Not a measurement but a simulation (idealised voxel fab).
process module | voxel self aligned vias
cross-section cut | 290 nm wide | cells 5 nm
A cross-section is a grid of square cells, given in bands from the top down. A band is one or more rows of cells.
Each band's line starts with the height of the band's top and of its bottom, in nm. Then come its materials from left to right, each with its width in nm. One material with "throughout" fills the band from edge to edge. "air" is empty space.
Height 0 is the level under which the wafer as received is all one material. The lowest band goes on downwards, as in "0 down".
A width such as "30 to 40" changes by the same amount from each row of cells to the next, from the band's top row to its bottom row.
"no change" after a step means that no cell of the cross-section changed.
closed voids: empty space of 8 cells or more with no open way to the top, each as width x height at its distance from the left edge, in nm
after a step's settings: what the simulator itself notes on the step
overlay nm, on a step with a mask: how far to the right of its planned place the mask lay; to the left if negative
plan
1 op RECEIVE | material Si
2 op CONFORMAL_DEP | material SiO2 | thk nm 10
3 op CONFORMAL_DEP | material SiCN | thk nm 5
4 op DIRECTIONAL_DEP | material lowk | thk nm 20
5 op MASKED_ETCH | tone open | mask id LINES | width nm 25 | pitch nm 65 | etch materials lowk | depth nm 20 | overlay nm 0
6 op CONFORMAL_DEP | material TiN | thk nm 5
7 op FILL_DEP | material Ru | thk nm 10
8 op CMP | height nm 35
9 op SELECTIVE_ETCH | etch materials W Ru TiN | depth nm 5
10 op FILL_DEP | material SiN | thk nm 10
11 op CMP | height nm 35
12 op DIRECTIONAL_DEP | material lowk | thk nm 15
13 op DIRECTIONAL_DEP | material aC | thk nm 10
14 op PATTERN | tone open | mask id VIAS | material resist | width nm 45 | pitch nm 65 | thk nm 25 | overlay nm 0
15 op DIRECTIONAL_ETCH | etch materials aC | depth nm 10
16 op STRIP | etch materials resist
17 op DIRECTIONAL_ETCH | etch materials lowk | depth nm 15
18 op DIRECTIONAL_ETCH | etch materials SiN | depth nm 5
19 op STRIP | etch materials aC
20 op CONFORMAL_DEP | material TiN | thk nm 5
21 op FILL_DEP | material Ru | thk nm 5
22 op CMP | height nm 50
23 op CONFORMAL_DEP | material SiCN | thk nm 5
first wafer, as planned
as received, after step 1
  0 down: Si throughout
  closed voids: none
after step 2
  10 to 0: SiO2 throughout
  below 0: unchanged
after step 3
  15 to 10: SiCN throughout
  below 10: unchanged
after step 4
  35 to 15: lowk throughout
  below 15: unchanged
after step 5
  35 to 15: lowk 100 | air 25 | lowk 40 | air 25 | lowk 100
  below 15: unchanged
after step 6
  40 to 35: TiN 105 | air 15 | TiN 50 | air 15 | TiN 105
  35 to 20: lowk 100 | TiN 5 | air 15 | TiN 5 | lowk 40 | TiN 5 | air 15 | TiN 5 | lowk 100
  20 to 15: lowk 100 | TiN 25 | lowk 40 | TiN 25 | lowk 100
  below 15: unchanged
after step 7
  50 to 40: Ru throughout
  40 to 35: TiN 105 | Ru 15 | TiN 50 | Ru 15 | TiN 105
  35 to 20: lowk 100 | TiN 5 | Ru 15 | TiN 5 | lowk 40 | TiN 5 | Ru 15 | TiN 5 | lowk 100
  below 20: unchanged
after step 8
  35 to 20: lowk 100 | TiN 5 | Ru 15 | TiN 5 | lowk 40 | TiN 5 | Ru 15 | TiN 5 | lowk 100
  below 20: unchanged
after step 9
  35 to 30: lowk 100 | air 25 | lowk 40 | air 25 | lowk 100
  below 30: unchanged
after step 10
  45 to 35: SiN throughout
  35 to 30: lowk 100 | SiN 25 | lowk 40 | SiN 25 | lowk 100
  below 30: unchanged
after step 11
  35 to 30: lowk 100 | SiN 25 | lowk 40 | SiN 25 | lowk 100
  below 30: unchanged
after step 12
  50 to 35: lowk throughout
  below 35: unchanged
after step 13
  60 to 50: aC throughout
  below 50: unchanged
after step 14
  85 to 60: resist 90 | air 45 | resist 20 | air 45 | resist 90
  below 60: unchanged
after step 15
  75 to 60: resist 90 | air 45 | resist 20 | air 45 | resist 90
  60 to 50: aC 90 | air 45 | aC 20 | air 45 | aC 90
  below 50: unchanged
after step 16
  60 to 50: aC 90 | air 45 | aC 20 | air 45 | aC 90
  below 50: unchanged
after step 17
  60 to 50: aC 90 | air 45 | aC 20 | air 45 | aC 90
  50 to 35: lowk 90 | air 45 | lowk 20 | air 45 | lowk 90
  below 35: unchanged
after step 18
  60 to 50: aC 90 | air 45 | aC 20 | air 45 | aC 90
  50 to 35: lowk 90 | air 45 | lowk 20 | air 45 | lowk 90
  35 to 30: lowk 100 | air 25 | lowk 40 | air 25 | lowk 100
  below 30: unchanged
after step 19
  50 to 35: lowk 90 | air 45 | lowk 20 | air 45 | lowk 90
  below 35: unchanged
after step 20
  55 to 50: TiN 95 | air 35 | TiN 30 | air 35 | TiN 95
  50 to 40: lowk 90 | TiN 5 | air 35 | TiN 5 | lowk 20 | TiN 5 | air 35 | TiN 5 | lowk 90
  40 to 35: lowk 90 | TiN 15 | air 15 | TiN 15 | lowk 20 | TiN 15 | air 15 | TiN 15 | lowk 90
  35 to 30: lowk 100 | TiN 25 | lowk 40 | TiN 25 | lowk 100
  below 30: unchanged
after step 21
  60 to 55: Ru throughout
  55 to 50: TiN 95 | Ru 35 | TiN 30 | Ru 35 | TiN 95
  50 to 40: lowk 90 | TiN 5 | Ru 35 | TiN 5 | lowk 20 | TiN 5 | Ru 35 | TiN 5 | lowk 90
  40 to 35: lowk 90 | TiN 15 | Ru 15 | TiN 15 | lowk 20 | TiN 15 | Ru 15 | TiN 15 | lowk 90
  below 35: unchanged
after step 22
  50 to 40: lowk 90 | TiN 5 | Ru 35 | TiN 5 | lowk 20 | TiN 5 | Ru 35 | TiN 5 | lowk 90
  below 40: unchanged
after step 23
  55 to 50: SiCN throughout
  below 50: unchanged
second wafer: like start, like plan, one mistake. Through step 3 it matches the first wafer
when step 4 should have ended
  35 to 15: Ru throughout
  below 15: unchanged
when step 5 should have ended: no change
when step 6 should have ended
  40 to 35: TiN throughout
  below 35: unchanged
when step 7 should have ended
  50 to 40: Ru throughout
  below 40: unchanged
when step 8 should have ended
  35 to 15: Ru throughout
  below 15: unchanged
when step 9 should have ended
  30 to 15: Ru throughout
  below 15: unchanged
when step 10 should have ended
  40 to 30: SiN throughout
  below 30: unchanged
when step 11 should have ended
  35 to 30: SiN throughout
  below 30: unchanged
when step 12 should have ended
  50 to 35: lowk throughout
  below 35: unchanged
when step 13 should have ended
  60 to 50: aC throughout
  below 50: unchanged
when step 14 should have ended
  85 to 60: resist 90 | air 45 | resist 20 | air 45 | resist 90
  below 60: unchanged
when step 15 should have ended
  75 to 60: resist 90 | air 45 | resist 20 | air 45 | resist 90
  60 to 50: aC 90 | air 45 | aC 20 | air 45 | aC 90
  below 50: unchanged
when step 16 should have ended
  60 to 50: aC 90 | air 45 | aC 20 | air 45 | aC 90
  below 50: unchanged
when step 17 should have ended
  60 to 50: aC 90 | air 45 | aC 20 | air 45 | aC 90
  50 to 35: lowk 90 | air 45 | lowk 20 | air 45 | lowk 90
  below 35: unchanged
when step 18 should have ended
  60 to 50: aC 90 | air 45 | aC 20 | air 45 | aC 90
  50 to 35: lowk 90 | air 45 | lowk 20 | air 45 | lowk 90
  35 to 30: SiN 90 | air 45 | SiN 20 | air 45 | SiN 90
  below 30: unchanged
when step 19 should have ended
  50 to 35: lowk 90 | air 45 | lowk 20 | air 45 | lowk 90
  below 35: unchanged
when step 20 should have ended
  55 to 50: TiN 95 | air 35 | TiN 30 | air 35 | TiN 95
  50 to 35: lowk 90 | TiN 5 | air 35 | TiN 5 | lowk 20 | TiN 5 | air 35 | TiN 5 | lowk 90
  35 to 30: SiN 90 | TiN 45 | SiN 20 | TiN 45 | SiN 90
  below 30: unchanged
when step 21 should have ended
  60 to 55: Ru throughout
  55 to 50: TiN 95 | Ru 35 | TiN 30 | Ru 35 | TiN 95
  50 to 35: lowk 90 | TiN 5 | Ru 35 | TiN 5 | lowk 20 | TiN 5 | Ru 35 | TiN 5 | lowk 90
  below 35: unchanged
when step 22 should have ended
  50 to 35: lowk 90 | TiN 5 | Ru 35 | TiN 5 | lowk 20 | TiN 5 | Ru 35 | TiN 5 | lowk 90
  below 35: unchanged
when step 23 should have ended
  55 to 50: SiCN throughout
  below 50: unchanged
what went wrong: step 4 ran as: op DIRECTIONAL_DEP | material Ru | thk nm 20
at the end the second wafer has, in cells: 170 more of Ru | 40 more of SiN | 18 fewer of TiN | 192 fewer of lowk
